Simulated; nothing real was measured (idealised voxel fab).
process module | voxel capacitor over wiring
cross-section cut | 215 nm wide | cells 5 nm
A cross-section is a grid of square cells, given in bands from the top down. A band is one or more rows of cells.
Each band's line starts with the height of the band's top and of its bottom, in nm. Then come its materials from left to right, each with its width in nm. One material with "throughout" fills the band from edge to edge. "air" is empty space.
Height 0 is the level under which the wafer as received is all one material. The lowest band goes on downwards, as in "0 down".
A width such as "30 to 40" changes by the same amount from each row of cells to the next, from the band's top row to its bottom row.
"no change" after a step means that no cell of the cross-section changed.
closed voids: empty space of 8 cells or more with no open way to the top, each as width x height at its distance from the left edge, in nm
after a step's settings: what the simulator itself notes on the step
overlay nm, on a step with a mask: how far to the right of its planned place the mask lay; to the left if negative
plan
1 op RECEIVE | material Si
2 op CONFORMAL_DEP | material SiO2 | thk nm 15
3 op CONFORMAL_DEP | material SiN | thk nm 5
4 op DIRECTIONAL_DEP | material lowk | thk nm 25
5 op DIRECTIONAL_DEP | material aC | thk nm 10
6 op PATTERN | tone open | mask id METAL_1 | material resist | width nm 25 | pitch nm 75 | thk nm 30 | overlay nm 0
7 op DIRECTIONAL_ETCH | etch materials aC | depth nm 10
8 op STRIP | etch materials resist
9 op DIRECTIONAL_ETCH | etch materials lowk | depth nm 25
10 op DIRECTIONAL_ETCH | etch materials SiN | depth nm 5
11 op STRIP | etch materials aC
12 op CONFORMAL_DEP | material TiN | thk nm 5
13 op FILL_DEP | material W | thk nm 10
14 op CMP | height nm 45
15 op EPI | material Ru | thk nm 5
16 op FILL_DEP | material SiCN | thk nm 5
17 op DIRECTIONAL_DEP | material SiO2 | thk nm 20
18 op PATTERN | tone open | mask id PLUG_1 | material resist | width nm 15 | thk nm 20 | overlay nm 0
19 op DIRECTIONAL_ETCH | etch materials SiO2 | depth nm 20
20 op DIRECTIONAL_ETCH | etch materials SiCN | depth nm 5
21 op STRIP | etch materials resist
22 op CONFORMAL_DEP | material TiN | thk nm 5
23 op FILL_DEP | material Cu | thk nm 5
24 op CMP | height nm 75
25 op DIRECTIONAL_DEP | material TiN | thk nm 10
26 op DIRECTIONAL_DEP | material HfO2 | thk nm 5
27 op DIRECTIONAL_DEP | material TiN | thk nm 10
28 op MASKED_ETCH | tone cover | mask id UPPER_PLATE | width nm 55 | etch materials TiN | depth nm 10 | overlay nm 0
29 op MASKED_ETCH | tone cover | mask id UPPER_PLATE | width nm 55 | etch materials HfO2 | depth nm 5 | overlay nm 0
30 op PATTERN | tone cover | mask id LOWER_PLATE | material resist | width nm 65 | thk nm 20 | overlay nm 0
31 op DIRECTIONAL_ETCH | etch materials TiN | depth nm 10
32 op STRIP | etch materials resist
33 op FILL_DEP | material SiO2 | thk nm 15
34 op CMP | height nm 110
35 op MASKED_ETCH | tone open | mask id PLUG_2 | width nm 15 | etch materials SiO2 | depth nm 10 | overlay nm 0
36 op CONFORMAL_DEP | material TiN | thk nm 5
37 op FILL_DEP | material Ru | thk nm 10
38 op CMP | height nm 110
39 op CONFORMAL_DEP | material SiN | thk nm 5
as received, after step 1
  0 down: Si throughout
  closed voids: none
first wafer at the end, as planned
  115 to 110: SiN throughout
  110 to 105: SiO2 75 | TiN 5 | Ru 5 | TiN 5 | SiO2 125
  105 to 100: SiO2 75 | TiN 15 | SiO2 125
  100 to 90: SiO2 65 | TiN 55 | SiO2 95
  90 to 85: SiO2 65 | HfO2 55 | SiO2 95
  85 to 75: SiO2 60 | TiN 65 | SiO2 90
  75 to 55: SiO2 65 | TiN 5 | Cu 5 | TiN 5 | SiO2 135
  55 to 50: SiCN 65 | TiN 15 | SiCN 135
  50 to 45: SiCN 50 | Ru 35 | SiCN 40 | Ru 35 | SiCN 55
  45 to 20: lowk 55 | TiN 5 | W 15 | TiN 5 | lowk 50 | TiN 5 | W 15 | TiN 5 | lowk 60
  20 to 15: SiN 55 | TiN 25 | SiN 50 | TiN 25 | SiN 60
  15 to 0: SiO2 throughout
  0 down: Si throughout
  closed voids: none
second wafer at the end: like start, like plan, one mistake
  115 to 110: SiN throughout
  110 to 105: SiO2 75 | TiN 5 | Ru 5 | TiN 5 | SiO2 125
  105 to 100: SiO2 75 | TiN 15 | SiO2 125
  100 to 90: SiO2 65 | TiN 55 | SiO2 95
  90 to 85: SiO2 65 | HfO2 55 | SiO2 95
  85 to 75: SiO2 60 | TiN 65 | SiO2 90
  75 to 55: SiO2 65 | TiN 5 | Cu 5 | TiN 5 | SiO2 135
  55 to 50: SiCN 65 | TiN 15 | SiCN 135
  50 to 45: SiCN 50 | Ru 35 | SiCN 40 | Ru 35 | SiCN 55
  45 to 35: lowk 55 | TiN 5 | W 15 | TiN 5 | lowk 50 | TiN 5 | W 15 | TiN 5 | lowk 60
  35 to 30: SiN 55 | TiN 25 | SiN 50 | TiN 25 | SiN 60
  30 to 0: SiO2 throughout
  0 down: Si throughout
  closed voids: none
what went wrong: step 2 was run twice
at the end the second wafer has, in cells: 129 more of SiO2 | 12 fewer of TiN | 18 fewer of W | 99 fewer of lowk
